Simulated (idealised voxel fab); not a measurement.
voxel trench capacitor: a process module
It is cross-section cut that appears here, measuring 275 nm in width, its square cells being 5 nm in size.
Bands, listed from the top down, are how a cross-section gets written in this document; the cross-section itself is a grid of square cells, and a band is one or more rows of them. Heads up on the band format: heights come first, top then bottom, in nm. After that it's the materials left to right, each with its width in nm. A single material flagged "edge to edge" fills the whole band edge to edge, and "empty" means there's empty space there. Height datum 0, below which the as-received substrate wafer is one material. Lowest band open at the bottom, running downward: "z 0 and below". Think of "30->40" as a width that walks from the first number to the second as you go down the band, top row to bottom row, taking equal-sized steps from row to row. Given "remained the same" for a step, no cell of the cross-section differs between before and after that step. Reported under the label "Closed void list" are the empty spaces having no open way to the top and comprising 8 cells or more; the notation for each is width x height at distance, in which the distance is measured from the left edge and all three values are in nm. On each step's line, the part that comes after the settings is the simulator's own comment on the step. For masked steps, "overlay nm" on the step line gives how far right of plan the mask actually lay; a minus sign means it lay to the left. Every pair from here on: before one process step, after it. The after cross-section reaches only to the lowest band that changed. Below the pair: the step in between and its settings. Pairs can belong to different runs of this module on the same starting wafer; a pair carries on from the pair above only if the entry headed "Incoming profile" says so.
Incoming profile
  z 0 and below  Si edge to edge
  Closed void list: none
State After Step
  z 10 to 0  SiN edge to edge
  Beneath the level 0, the cross-section is identical to its previous state.
  Closed void list: none
The process step bridging the two cross-sections above: CONFORMAL_DEP, material SiN, thk nm 10
Incoming profile: = after-state of the pair above.
State After Step
  z 20 to 10  aC edge to edge
  Beneath the level 10, the cross-section is identical to its previous state.
  Closed void list: none
The process step bridging the two cross-sections above: DIRECTIONAL_DEP, material aC, thk nm 10
Incoming profile: = after-state of the pair above.
State After Step
  z 50 to 20  55 of resist  25 of empty  20 of resist  25 of empty  20 of resist  25 of empty  20 of resist  25 of empty  60 of resist
  Beneath the level 20, the cross-section is identical to its previous state.
  Closed void list: none
The process step bridging the two cross-sections above: PATTERN, tone open, mask id TRENCH, material resist, width nm 25, pitch nm 45, thk nm 30, overlay nm 0
Incoming profile: = after-state of the pair above.
State After Step
  z 40 to 20  55 of resist  25 of empty  20 of resist  25 of empty  20 of resist  25 of empty  20 of resist  25 of empty  60 of resist
  z 20 to 10  55 of aC  25 of empty  20 of aC  25 of empty  20 of aC  25 of empty  20 of aC  25 of empty  60 of aC
  Beneath the level 10, the cross-section is identical to its previous state.
  Closed void list: none
The process step bridging the two cross-sections above: DIRECTIONAL_ETCH, etch materials aC, depth nm 10
Incoming profile: = after-state of the pair above.
State After Step
  z 20 to 10  55 of aC  25 of empty  20 of aC  25 of empty  20 of aC  25 of empty  20 of aC  25 of empty  60 of aC
  Beneath the level 10, the cross-section is identical to its previous state.
  Closed void list: none
The process step bridging the two cross-sections above: STRIP, etch materials resist
Incoming profile: = after-state of the pair above.
State After Step
  z 20 to 10  55 of aC  25 of empty  20 of aC  25 of empty  20 of aC  25 of empty  20 of aC  25 of empty  60 of aC
  z 10 to 0  55 of SiN  25 of empty  20 of SiN  25 of empty  20 of SiN  25 of empty  20 of SiN  25 of empty  60 of SiN
  Beneath the level 0, the cross-section is identical to its previous state.
  Closed void list: none
The process step bridging the two cross-sections above: DIRECTIONAL_ETCH, etch materials SiN, depth nm 10
Incoming profile: = after-state of the pair above.
State After Step
  z 20 to 10  55 of aC  25 of empty  20 of aC  25 of empty  20 of aC  25 of empty  20 of aC  25 of empty  60 of aC
  z 10 to 0  55 of SiN  25 of empty  20 of SiN  25 of empty  20 of SiN  25 of empty  20 of SiN  25 of empty  60 of SiN
  z 0 to -25  55 of Si  25 of empty  20 of Si  25 of empty  20 of Si  25 of empty  20 of Si  25 of empty  60 of Si
  Beneath the level -25, the cross-section is identical to its previous state.
  Closed void list: none
The process step bridging the two cross-sections above: DIRECTIONAL_ETCH, etch materials Si, depth nm 25
Incoming profile: = after-state of the pair above.
State After Step
  z 10 to 0  55 of SiN  25 of empty  20 of SiN  25 of empty  20 of SiN  25 of empty  20 of SiN  25 of empty  60 of SiN
  Beneath the level 0, the cross-section is identical to its previous state.
  Closed void list: none
The process step bridging the two cross-sections above: STRIP, etch materials aC
Incoming profile: = after-state of the pair above.
State After Step
  z 15 to 10  60 of HfO2  15 of empty  30 of HfO2  15 of empty  30 of HfO2  15 of empty  30 of HfO2  15 of empty  65 of HfO2
  z 10 to 0  55 of SiN  5 of HfO2  15 of empty  5 of HfO2  20 of SiN  5 of HfO2  15 of empty  5 of HfO2  20 of SiN  5 of HfO2  15 of empty  5 of HfO2  20 of SiN  5 of HfO2  15 of empty  5 of HfO2  60 of SiN
  z 0 to -20  55 of Si  5 of HfO2  15 of empty  5 of HfO2  20 of Si  5 of HfO2  15 of empty  5 of HfO2  20 of Si  5 of HfO2  15 of empty  5 of HfO2  20 of Si  5 of HfO2  15 of empty  5 of HfO2  60 of Si
  z -20 to -25  55 of Si  25 of HfO2  20 of Si  25 of HfO2  20 of Si  25 of HfO2  20 of Si  25 of HfO2  60 of Si
  Beneath the level -25, the cross-section is identical to its previous state.
  Closed void list: none
The process step bridging the two cross-sections above: CONFORMAL_DEP, material HfO2, thk nm 5
Incoming profile: = after-state of the pair above.
State After Step
  z 20 to 15  65 of TiN  5 of empty  40 of TiN  5 of empty  40 of TiN  5 of empty  40 of TiN  5 of empty  70 of TiN
  z 15 to 10  60 of HfO2  5 of TiN  5 of empty  5 of TiN  30 of HfO2  5 of TiN  5 of empty  5 of TiN  30 of HfO2  5 of TiN  5 of empty  5 of TiN  30 of HfO2  5 of TiN  5 of empty  5 of TiN  65 of HfO2
  z 10 to 0  55 of SiN  5 of HfO2  5 of TiN  5 of empty  5 of TiN  5 of HfO2  20 of SiN  5 of HfO2  5 of TiN  5 of empty  5 of TiN  5 of HfO2  20 of SiN  5 of HfO2  5 of TiN  5 of empty  5 of TiN  5 of HfO2  20 of SiN  5 of HfO2  5 of TiN  5 of empty  5 of TiN  5 of HfO2  60 of SiN
  z 0 to -15  55 of Si  5 of HfO2  5 of TiN  5 of empty  5 of TiN  5 of HfO2  20 of Si  5 of HfO2  5 of TiN  5 of empty  5 of TiN  5 of HfO2  20 of Si  5 of HfO2  5 of TiN  5 of empty  5 of TiN  5 of HfO2  20 of Si  5 of HfO2  5 of TiN  5 of empty  5 of TiN  5 of HfO2  60 of Si
  z -15 to -20  55 of Si  5 of HfO2  15 of TiN  5 of HfO2  20 of Si  5 of HfO2  15 of TiN  5 of HfO2  20 of Si  5 of HfO2  15 of TiN  5 of HfO2  20 of Si  5 of HfO2  15 of TiN  5 of HfO2  60 of Si
  Beneath the level -20, the cross-section is identical to its previous state.
  Closed void list: none
The process step bridging the two cross-sections above: CONFORMAL_DEP, material TiN, thk nm 5
Incoming profile: = after-state of the pair above.
State After Step
  z 30 to 20  W edge to edge
  z 20 to 15  65 of TiN  5 of W  40 of TiN  5 of W  40 of TiN  5 of W  40 of TiN  5 of W  70 of TiN
  z 15 to 10  60 of HfO2  5 of TiN  5 of W  5 of TiN  30 of HfO2  5 of TiN  5 of W  5 of TiN  30 of HfO2  5 of TiN  5 of W  5 of TiN  30 of HfO2  5 of TiN  5 of W  5 of TiN  65 of HfO2
  z 10 to 0  55 of SiN  5 of HfO2  5 of TiN  5 of W  5 of TiN  5 of HfO2  20 of SiN  5 of HfO2  5 of TiN  5 of W  5 of TiN  5 of HfO2  20 of SiN  5 of HfO2  5 of TiN  5 of W  5 of TiN  5 of HfO2  20 of SiN  5 of HfO2  5 of TiN  5 of W  5 of TiN  5 of HfO2  60 of SiN
  z 0 to -15  55 of Si  5 of HfO2  5 of TiN  5 of W  5 of TiN  5 of HfO2  20 of Si  5 of HfO2  5 of TiN  5 of W  5 of TiN  5 of HfO2  20 of Si  5 of HfO2  5 of TiN  5 of W  5 of TiN  5 of HfO2  20 of Si  5 of HfO2  5 of TiN  5 of W  5 of TiN  5 of HfO2  60 of Si
  Beneath the level -15, the cross-section is identical to its previous state.
  Closed void list: none
The process step bridging the two cross-sections above: FILL_DEP, material W, thk nm 10
Incoming profile: = after-state of the pair above.
State After Step
  z 10 to 0  55 of SiN  5 of HfO2  5 of TiN  5 of W  5 of TiN  5 of HfO2  20 of SiN  5 of HfO2  5 of TiN  5 of W  5 of TiN  5 of HfO2  20 of SiN  5 of HfO2  5 of TiN  5 of W  5 of TiN  5 of HfO2  20 of SiN  5 of HfO2  5 of TiN  5 of W  5 of TiN  5 of HfO2  60 of SiN
  Beneath the level 0, the cross-section is identical to its previous state.
  Closed void list: none
The process step bridging the two cross-sections above: CMP, height nm 10
Incoming profile
  z 20 to 10  55 of aC  25 of empty  20 of aC  25 of empty  20 of aC  25 of empty  20 of aC  25 of empty  60 of aC
  z 10 to 0  55 of SiN  25 of empty  20 of SiN  25 of empty  20 of SiN  25 of empty  20 of SiN  25 of empty  60 of SiN
  z 0 to -25  55 of Si  25 of empty  20 of Si  25 of empty  20 of Si  25 of empty  20 of Si  25 of empty  60 of Si
  z -25 and below  Si edge to edge
  Closed void list: none
State After Step
  z 20 to 10  55 of aC  25 of empty  20 of aC  25 of empty  20 of aC  25 of empty  20 of aC  25 of empty  60 of aC
  z 10 to 0  55 of SiN  25 of empty  20 of SiN  25 of empty  20 of SiN  25 of empty  20 of SiN  25 of empty  60 of SiN
  z 0 to -50  55 of Si  25 of empty  20 of Si  25 of empty  20 of Si  25 of empty  20 of Si  25 of empty  60 of Si
  Beneath the level -50, the cross-section is identical to its previous state.
  Closed void list: none
The process step bridging the two cross-sections above: DIRECTIONAL_ETCH, etch materials Si, depth nm 25
Incoming profile: = after-state of the pair above.
State After Step
  z 10 to 0  55 of SiN  25 of empty  20 of SiN  25 of empty  20 of SiN  25 of empty  20 of SiN  25 of empty  60 of SiN
  Beneath the level 0, the cross-section is identical to its previous state.
  Closed void list: none
The process step bridging the two cross-sections above: STRIP, etch materials aC
Incoming profile: = after-state of the pair above.
State After Step
  z 15 to 10  60 of HfO2  15 of empty  30 of HfO2  15 of empty  30 of HfO2  15 of empty  30 of HfO2  15 of empty  65 of HfO2
  z 10 to 0  55 of SiN  5 of HfO2  15 of empty  5 of HfO2  20 of SiN  5 of HfO2  15 of empty  5 of HfO2  20 of SiN  5 of HfO2  15 of empty  5 of HfO2  20 of SiN  5 of HfO2  15 of empty  5 of HfO2  60 of SiN
  z 0 to -45  55 of Si  5 of HfO2  15 of empty  5 of HfO2  20 of Si  5 of HfO2  15 of empty  5 of HfO2  20 of Si  5 of HfO2  15 of empty  5 of HfO2  20 of Si  5 of HfO2  15 of empty  5 of HfO2  60 of Si
  z -45 to -50  55 of Si  25 of HfO2  20 of Si  25 of HfO2  20 of Si  25 of HfO2  20 of Si  25 of HfO2  60 of Si
  Beneath the level -50, the cross-section is identical to its previous state.
  Closed void list: none
The process step bridging the two cross-sections above: CONFORMAL_DEP, material HfO2, thk nm 5
Incoming profile: = after-state of the pair above.
State After Step
  z 20 to 15  65 of TiN  5 of empty  40 of TiN  5 of empty  40 of TiN  5 of empty  40 of TiN  5 of empty  70 of TiN
  z 15 to 10  60 of HfO2  5 of TiN  5 of empty  5 of TiN  30 of HfO2  5 of TiN  5 of empty  5 of TiN  30 of HfO2  5 of TiN  5 of empty  5 of TiN  30 of HfO2  5 of TiN  5 of empty  5 of TiN  65 of HfO2
  z 10 to 0  55 of SiN  5 of HfO2  5 of TiN  5 of empty  5 of TiN  5 of HfO2  20 of SiN  5 of HfO2  5 of TiN  5 of empty  5 of TiN  5 of HfO2  20 of SiN  5 of HfO2  5 of TiN  5 of empty  5 of TiN  5 of HfO2  20 of SiN  5 of HfO2  5 of TiN  5 of empty  5 of TiN  5 of HfO2  60 of SiN
  z 0 to -40  55 of Si  5 of HfO2  5 of TiN  5 of empty  5 of TiN  5 of HfO2  20 of Si  5 of HfO2  5 of TiN  5 of empty  5 of TiN  5 of HfO2  20 of Si  5 of HfO2  5 of TiN  5 of empty  5 of TiN  5 of HfO2  20 of Si  5 of HfO2  5 of TiN  5 of empty  5 of TiN  5 of HfO2  60 of Si
  z -40 to -45  55 of Si  5 of HfO2  15 of TiN  5 of HfO2  20 of Si  5 of HfO2  15 of TiN  5 of HfO2  20 of Si  5 of HfO2  15 of TiN  5 of HfO2  20 of Si  5 of HfO2  15 of TiN  5 of HfO2  60 of Si
  Beneath the level -45, the cross-section is identical to its previous state.
  Closed void list: none
The process step bridging the two cross-sections above: CONFORMAL_DEP, material TiN, thk nm 5
Incoming profile: = after-state of the pair above.
State After Step
  z 30 to 20  W edge to edge
  z 20 to 15  65 of TiN  5 of W  40 of TiN  5 of W  40 of TiN  5 of W  40 of TiN  5 of W  70 of TiN
  z 15 to 10  60 of HfO2  5 of TiN  5 of W  5 of TiN  30 of HfO2  5 of TiN  5 of W  5 of TiN  30 of HfO2  5 of TiN  5 of W  5 of TiN  30 of HfO2  5 of TiN  5 of W  5 of TiN  65 of HfO2
  z 10 to 0  55 of SiN  5 of HfO2  5 of TiN  5 of W  5 of TiN  5 of HfO2  20 of SiN  5 of HfO2  5 of TiN  5 of W  5 of TiN  5 of HfO2  20 of SiN  5 of HfO2  5 of TiN  5 of W  5 of TiN  5 of HfO2  20 of SiN  5 of HfO2  5 of TiN  5 of W  5 of TiN  5 of HfO2  60 of SiN
  z 0 to -40  55 of Si  5 of HfO2  5 of TiN  5 of W  5 of TiN  5 of HfO2  20 of Si  5 of HfO2  5 of TiN  5 of W  5 of TiN  5 of HfO2  20 of Si  5 of HfO2  5 of TiN  5 of W  5 of TiN  5 of HfO2  20 of Si  5 of HfO2  5 of TiN  5 of W  5 of TiN  5 of HfO2  60 of Si
  Beneath the level -40, the cross-section is identical to its previous state.
  Closed void list: none
The process step bridging the two cross-sections above: FILL_DEP, material W, thk nm 10
Incoming profile: = after-state of the pair above.
State After Step
  z 10 to 0  55 of SiN  5 of HfO2  5 of TiN  5 of W  5 of TiN  5 of HfO2  20 of SiN  5 of HfO2  5 of TiN  5 of W  5 of TiN  5 of HfO2  20 of SiN  5 of HfO2  5 of TiN  5 of W  5 of TiN  5 of HfO2  20 of SiN  5 of HfO2  5 of TiN  5 of W  5 of TiN  5 of HfO2  60 of SiN
  Beneath the level 0, the cross-section is identical to its previous state.
  Closed void list: none
The process step bridging the two cross-sections above: CMP, height nm 10
Incoming profile
  z 10 to 0  55 of SiN  25 of empty  20 of SiN  25 of empty  20 of SiN  25 of empty  20 of SiN  25 of empty  60 of SiN
  z 0 to -25  55 of Si  25 of empty  20 of Si  25 of empty  20 of Si  25 of empty  20 of Si  25 of empty  60 of Si
  z -25 and below  Si edge to edge
  Closed void list: none
State After Step
  z 15 to 10  60 of TiN  15 of empty  30 of TiN  15 of empty  30 of TiN  15 of empty  30 of TiN  15 of empty  65 of TiN
  z 10 to 0  55 of SiN  5 of TiN  15 of empty  5 of TiN  20 of SiN  5 of TiN  15 of empty  5 of TiN  20 of SiN  5 of TiN  15 of empty  5 of TiN  20 of SiN  5 of TiN  15 of empty  5 of TiN  60 of SiN
  z 0 to -20  55 of Si  5 of TiN  15 of empty  5 of TiN  20 of Si  5 of TiN  15 of empty  5 of TiN  20 of Si  5 of TiN  15 of empty  5 of TiN  20 of Si  5 of TiN  15 of empty  5 of TiN  60 of Si
  z -20 to -25  55 of Si  25 of TiN  20 of Si  25 of TiN  20 of Si  25 of TiN  20 of Si  25 of TiN  60 of Si
  Beneath the level -25, the cross-section is identical to its previous state.
  Closed void list: none
The process step bridging the two cross-sections above: CONFORMAL_DEP, material TiN, thk nm 5
Incoming profile: = after-state of the pair above.
State After Step
  z 20 to 15  65 of HfO2  5 of empty  40 of HfO2  5 of empty  40 of HfO2  5 of empty  40 of HfO2  5 of empty  70 of HfO2
  z 15 to 10  60 of TiN  5 of HfO2  5 of empty  5 of HfO2  30 of TiN  5 of HfO2  5 of empty  5 of HfO2  30 of TiN  5 of HfO2  5 of empty  5 of HfO2  30 of TiN  5 of HfO2  5 of empty  5 of HfO2  65 of TiN
  z 10 to 0  55 of SiN  5 of TiN  5 of HfO2  5 of empty  5 of HfO2  5 of TiN  20 of SiN  5 of TiN  5 of HfO2  5 of empty  5 of HfO2  5 of TiN  20 of SiN  5 of TiN  5 of HfO2  5 of empty  5 of HfO2  5 of TiN  20 of SiN  5 of TiN  5 of HfO2  5 of empty  5 of HfO2  5 of TiN  60 of SiN
  z 0 to -15  55 of Si  5 of TiN  5 of HfO2  5 of empty  5 of HfO2  5 of TiN  20 of Si  5 of TiN  5 of HfO2  5 of empty  5 of HfO2  5 of TiN  20 of Si  5 of TiN  5 of HfO2  5 of empty  5 of HfO2  5 of TiN  20 of Si  5 of TiN  5 of HfO2  5 of empty  5 of HfO2  5 of TiN  60 of Si
  z -15 to -20  55 of Si  5 of TiN  15 of HfO2  5 of TiN  20 of Si  5 of TiN  15 of HfO2  5 of TiN  20 of Si  5 of TiN  15 of HfO2  5 of TiN  20 of Si  5 of TiN  15 of HfO2  5 of TiN  60 of Si
  Beneath the level -20, the cross-section is identical to its previous state.
  Closed void list: none
The process step bridging the two cross-sections above: CONFORMAL_DEP, material HfO2, thk nm 5
Incoming profile: = after-state of the pair above.
State After Step
  z 30 to 20  W edge to edge
  z 20 to 15  65 of HfO2  5 of W  40 of HfO2  5 of W  40 of HfO2  5 of W  40 of HfO2  5 of W  70 of HfO2
  z 15 to 10  60 of TiN  5 of HfO2  5 of W  5 of HfO2  30 of TiN  5 of HfO2  5 of W  5 of HfO2  30 of TiN  5 of HfO2  5 of W  5 of HfO2  30 of TiN  5 of HfO2  5 of W  5 of HfO2  65 of TiN
  z 10 to 0  55 of SiN  5 of TiN  5 of HfO2  5 of W  5 of HfO2  5 of TiN  20 of SiN  5 of TiN  5 of HfO2  5 of W  5 of HfO2  5 of TiN  20 of SiN  5 of TiN  5 of HfO2  5 of W  5 of HfO2  5 of TiN  20 of SiN  5 of TiN  5 of HfO2  5 of W  5 of HfO2  5 of TiN  60 of SiN
  z 0 to -15  55 of Si  5 of TiN  5 of HfO2  5 of W  5 of HfO2  5 of TiN  20 of Si  5 of TiN  5 of HfO2  5 of W  5 of HfO2  5 of TiN  20 of Si  5 of TiN  5 of HfO2  5 of W  5 of HfO2  5 of TiN  20 of Si  5 of TiN  5 of HfO2  5 of W  5 of HfO2  5 of TiN  60 of Si
  Beneath the level -15, the cross-section is identical to its previous state.
  Closed void list: none
The process step bridging the two cross-sections above: FILL_DEP, material W, thk nm 10
Incoming profile: = after-state of the pair above.
State After Step
  z 10 to 0  55 of SiN  5 of TiN  5 of HfO2  5 of W  5 of HfO2  5 of TiN  20 of SiN  5 of TiN  5 of HfO2  5 of W  5 of HfO2  5 of TiN  20 of SiN  5 of TiN  5 of HfO2  5 of W  5 of HfO2  5 of TiN  20 of SiN  5 of TiN  5 of HfO2  5 of W  5 of HfO2  5 of TiN  60 of SiN
  Beneath the level 0, the cross-section is identical to its previous state.
  Closed void list: none
The process step bridging the two cross-sections above: CMP, height nm 10
Incoming profile
  z 20 to 10  55 of aC  25 of empty  20 of aC  25 of empty  20 of aC  25 of empty  20 of aC  25 of empty  60 of aC
  z 10 to 0  55 of SiN  25 of empty  20 of SiN  25 of empty  20 of SiN  25 of empty  20 of SiN  25 of empty  60 of SiN
  z 0 and below  Si edge to edge
  Closed void list: none
State After Step
  z 20 to 10  55 of aC  25 of empty  20 of aC  25 of empty  20 of aC  25 of empty  20 of aC  25 of empty  60 of aC
  z 10 to 0  55 of SiN  25 of empty  20 of SiN  25 of empty  20 of SiN  25 of empty  20 of SiN  25 of empty  60 of SiN
  z 0 to -20  55 of Si  25 of empty  20 of Si  25 of empty  20 of Si  25 of empty  20 of Si  25 of empty  60 of Si
  Beneath the level -20, the cross-section is identical to its previous state.
  Closed void list: none
The process step bridging the two cross-sections above: DIRECTIONAL_ETCH, etch materials Si, depth nm 20
Incoming profile: = after-state of the pair above.
State After Step
  z 10 to 0  55 of SiN  25 of empty  20 of SiN  25 of empty  20 of SiN  25 of empty  20 of SiN  25 of empty  60 of SiN
  Beneath the level 0, the cross-section is identical to its previous state.
  Closed void list: none
The process step bridging the two cross-sections above: STRIP, etch materials aC
Incoming profile: = after-state of the pair above.
State After Step
  z 15 to 10  60 of HfO2  15 of empty  30 of HfO2  15 of empty  30 of HfO2  15 of empty  30 of HfO2  15 of empty  65 of HfO2
  z 10 to 0  55 of SiN  5 of HfO2  15 of empty  5 of HfO2  20 of SiN  5 of HfO2  15 of empty  5 of HfO2  20 of SiN  5 of HfO2  15 of empty  5 of HfO2  20 of SiN  5 of HfO2  15 of empty  5 of HfO2  60 of SiN
  z 0 to -15  55 of Si  5 of HfO2  15 of empty  5 of HfO2  20 of Si  5 of HfO2  15 of empty  5 of HfO2  20 of Si  5 of HfO2  15 of empty  5 of HfO2  20 of Si  5 of HfO2  15 of empty  5 of HfO2  60 of Si
  z -15 to -20  55 of Si  25 of HfO2  20 of Si  25 of HfO2  20 of Si  25 of HfO2  20 of Si  25 of HfO2  60 of Si
  Beneath the level -20, the cross-section is identical to its previous state.
  Closed void list: none
The process step bridging the two cross-sections above: CONFORMAL_DEP, material HfO2, thk nm 5
Incoming profile: = after-state of the pair above.
State After Step
  z 20 to 15  65 of TiN  5 of empty  40 of TiN  5 of empty  40 of TiN  5 of empty  40 of TiN  5 of empty  70 of TiN
  z 15 to 10  60 of HfO2  5 of TiN  5 of empty  5 of TiN  30 of HfO2  5 of TiN  5 of empty  5 of TiN  30 of HfO2  5 of TiN  5 of empty  5 of TiN  30 of HfO2  5 of TiN  5 of empty  5 of TiN  65 of HfO2
  z 10 to 0  55 of SiN  5 of HfO2  5 of TiN  5 of empty  5 of TiN  5 of HfO2  20 of SiN  5 of HfO2  5 of TiN  5 of empty  5 of TiN  5 of HfO2  20 of SiN  5 of HfO2  5 of TiN  5 of empty  5 of TiN  5 of HfO2  20 of SiN  5 of HfO2  5 of TiN  5 of empty  5 of TiN  5 of HfO2  60 of SiN
  z 0 to -10  55 of Si  5 of HfO2  5 of TiN  5 of empty  5 of TiN  5 of HfO2  20 of Si  5 of HfO2  5 of TiN  5 of empty  5 of TiN  5 of HfO2  20 of Si  5 of HfO2  5 of TiN  5 of empty  5 of TiN  5 of HfO2  20 of Si  5 of HfO2  5 of TiN  5 of empty  5 of TiN  5 of HfO2  60 of Si
  z -10 to -15  55 of Si  5 of HfO2  15 of TiN  5 of HfO2  20 of Si  5 of HfO2  15 of TiN  5 of HfO2  20 of Si  5 of HfO2  15 of TiN  5 of HfO2  20 of Si  5 of HfO2  15 of TiN  5 of HfO2  60 of Si
  Beneath the level -15, the cross-section is identical to its previous state.
  Closed void list: none
The process step bridging the two cross-sections above: CONFORMAL_DEP, material TiN, thk nm 5
Incoming profile: = after-state of the pair above.
State After Step
  z 30 to 20  W edge to edge
  z 20 to 15  65 of TiN  5 of W  40 of TiN  5 of W  40 of TiN  5 of W  40 of TiN  5 of W  70 of TiN
  z 15 to 10  60 of HfO2  5 of TiN  5 of W  5 of TiN  30 of HfO2  5 of TiN  5 of W  5 of TiN  30 of HfO2  5 of TiN  5 of W  5 of TiN  30 of HfO2  5 of TiN  5 of W  5 of TiN  65 of HfO2
  z 10 to 0  55 of SiN  5 of HfO2  5 of TiN  5 of W  5 of TiN  5 of HfO2  20 of SiN  5 of HfO2  5 of TiN  5 of W  5 of TiN  5 of HfO2  20 of SiN  5 of HfO2  5 of TiN  5 of W  5 of TiN  5 of HfO2  20 of SiN  5 of HfO2  5 of TiN  5 of W  5 of TiN  5 of HfO2  60 of SiN
  z 0 to -10  55 of Si  5 of HfO2  5 of TiN  5 of W  5 of TiN  5 of HfO2  20 of Si  5 of HfO2  5 of TiN  5 of W  5 of TiN  5 of HfO2  20 of Si  5 of HfO2  5 of TiN  5 of W  5 of TiN  5 of HfO2  20 of Si  5 of HfO2  5 of TiN  5 of W  5 of TiN  5 of HfO2  60 of Si
  Beneath the level -10, the cross-section is identical to its previous state.
  Closed void list: none
The process step bridging the two cross-sections above: FILL_DEP, material W, thk nm 10
Incoming profile: = after-state of the pair above.
State After Step
  z 10 to 0  55 of SiN  5 of HfO2  5 of TiN  5 of W  5 of TiN  5 of HfO2  20 of SiN  5 of HfO2  5 of TiN  5 of W  5 of TiN  5 of HfO2  20 of SiN  5 of HfO2  5 of TiN  5 of W  5 of TiN  5 of HfO2  20 of SiN  5 of HfO2  5 of TiN  5 of W  5 of TiN  5 of HfO2  60 of SiN
  Beneath the level 0, the cross-section is identical to its previous state.
  Closed void list: none
The process step bridging the two cross-sections above: CMP, height nm 10
Incoming profile
  z 20 to 10  aC edge to edge
  z 10 to 0  SiN edge to edge
  z 0 and below  Si edge to edge
  Closed void list: none
State After Step
  z 50 to 20  60 of resist  20 of empty  25 of resist  20 of empty  25 of resist  20 of empty  25 of resist  20 of empty  60 of resist
  Beneath the level 20, the cross-section is identical to its previous state.
  Closed void list: none
The process step bridging the two cross-sections above: PATTERN, tone open, mask id TRENCH, material resist, width nm 20, pitch nm 45, thk nm 30, overlay nm 0
Incoming profile: = after-state of the pair above.
State After Step
  z 40 to 20  60 of resist  20 of empty  25 of resist  20 of empty  25 of resist  20 of empty  25 of resist  20 of empty  60 of resist
  z 20 to 10  60 of aC  20 of empty  25 of aC  20 of empty  25 of aC  20 of empty  25 of aC  20 of empty  60 of aC
  Beneath the level 10, the cross-section is identical to its previous state.
  Closed void list: none
The process step bridging the two cross-sections above: DIRECTIONAL_ETCH, etch materials aC, depth nm 10
Incoming profile: = after-state of the pair above.
State After Step
  z 20 to 10  60 of aC  20 of empty  25 of aC  20 of empty  25 of aC  20 of empty  25 of aC  20 of empty  60 of aC
  Beneath the level 10, the cross-section is identical to its previous state.
  Closed void list: none
The process step bridging the two cross-sections above: STRIP, etch materials resist
Incoming profile: = after-state of the pair above.
State After Step
  z 20 to 10  60 of aC  20 of empty  25 of aC  20 of empty  25 of aC  20 of empty  25 of aC  20 of empty  60 of aC
  z 10 to 0  60 of SiN  20 of empty  25 of SiN  20 of empty  25 of SiN  20 of empty  25 of SiN  20 of empty  60 of SiN
  Beneath the level 0, the cross-section is identical to its previous state.
  Closed void list: none
The process step bridging the two cross-sections above: DIRECTIONAL_ETCH, etch materials SiN, depth nm 10
Incoming profile: = after-state of the pair above.
State After Step
  z 20 to 10  60 of aC  20 of empty  25 of aC  20 of empty  25 of aC  20 of empty  25 of aC  20 of empty  60 of aC
  z 10 to 0  60 of SiN  20 of empty  25 of SiN  20 of empty  25 of SiN  20 of empty  25 of SiN  20 of empty  60 of SiN
  z 0 to -25  60 of Si  20 of empty  25 of Si  20 of empty  25 of Si  20 of empty  25 of Si  20 of empty  60 of Si
  Beneath the level -25, the cross-section is identical to its previous state.
  Closed void list: none
The process step bridging the two cross-sections above: DIRECTIONAL_ETCH, etch materials Si, depth nm 25
Incoming profile: = after-state of the pair above.
State After Step
  z 10 to 0  60 of SiN  20 of empty  25 of SiN  20 of empty  25 of SiN  20 of empty  25 of SiN  20 of empty  60 of SiN
  Beneath the level 0, the cross-section is identical to its previous state.
  Closed void list: none
The process step bridging the two cross-sections above: STRIP, etch materials aC
Incoming profile: = after-state of the pair above.
State After Step
  z 15 to 10  65 of HfO2  10 of empty  35 of HfO2  10 of empty  35 of HfO2  10 of empty  35 of HfO2  10 of empty  65 of HfO2
  z 10 to 0  60 of SiN  5 of HfO2  10 of empty  5 of HfO2  25 of SiN  5 of HfO2  10 of empty  5 of HfO2  25 of SiN  5 of HfO2  10 of empty  5 of HfO2  25 of SiN  5 of HfO2  10 of empty  5 of HfO2  60 of SiN
  z 0 to -20  60 of Si  5 of HfO2  10 of empty  5 of HfO2  25 of Si  5 of HfO2  10 of empty  5 of HfO2  25 of Si  5 of HfO2  10 of empty  5 of HfO2  25 of Si  5 of HfO2  10 of empty  5 of HfO2  60 of Si
  z -20 to -25  60 of Si  20 of HfO2  25 of Si  20 of HfO2  25 of Si  20 of HfO2  25 of Si  20 of HfO2  60 of Si
  Beneath the level -25, the cross-section is identical to its previous state.
  Closed void list: none
The process step bridging the two cross-sections above: CONFORMAL_DEP, material HfO2, thk nm 5
Incoming profile: = after-state of the pair above.
State After Step
  z 20 to 15  TiN edge to edge
  z 15 to 10  65 of HfO2  10 of TiN  35 of HfO2  10 of TiN  35 of HfO2  10 of TiN  35 of HfO2  10 of TiN  65 of HfO2
  z 10 to 0  60 of SiN  5 of HfO2  10 of TiN  5 of HfO2  25 of SiN  5 of HfO2  10 of TiN  5 of HfO2  25 of SiN  5 of HfO2  10 of TiN  5 of HfO2  25 of SiN  5 of HfO2  10 of TiN  5 of HfO2  60 of SiN
  z 0 to -20  60 of Si  5 of HfO2  10 of TiN  5 of HfO2  25 of Si  5 of HfO2  10 of TiN  5 of HfO2  25 of Si  5 of HfO2  10 of TiN  5 of HfO2  25 of Si  5 of HfO2  10 of TiN  5 of HfO2  60 of Si
  Beneath the level -20, the cross-section is identical to its previous state.
  Closed void list: none
The process step bridging the two cross-sections above: CONFORMAL_DEP, material TiN, thk nm 5
Incoming profile: = after-state of the pair above.
State After Step
  z 30 to 20  W edge to edge
  Beneath the level 20, the cross-section is identical to its previous state.
  Closed void list: none
The process step bridging the two cross-sections above: FILL_DEP, material W, thk nm 10
Incoming profile: = after-state of the pair above.
State After Step
  z 10 to 0  60 of SiN  5 of HfO2  10 of TiN  5 of HfO2  25 of SiN  5 of HfO2  10 of TiN  5 of HfO2  25 of SiN  5 of HfO2  10 of TiN  5 of HfO2  25 of SiN  5 of HfO2  10 of TiN  5 of HfO2  60 of SiN
  Beneath the level 0, the cross-section is identical to its previous state.
  Closed void list: none
The process step bridging the two cross-sections above: CMP, height nm 10
Incoming profile
  z 20 to 10  aC edge to edge
  z 10 to 0  SiN edge to edge
  z 0 and below  Si edge to edge
  Closed void list: none
State After Step
  z 50 to 20  45 of resist  25 of empty  20 of resist  25 of empty  20 of resist  25 of empty  20 of resist  25 of empty  70 of resist
  Beneath the level 20, the cross-section is identical to its previous state.
  Closed void list: none
The process step bridging the two cross-sections above: PATTERN, tone open, mask id TRENCH, material resist, width nm 25, pitch nm 45, thk nm 30, overlay nm -10
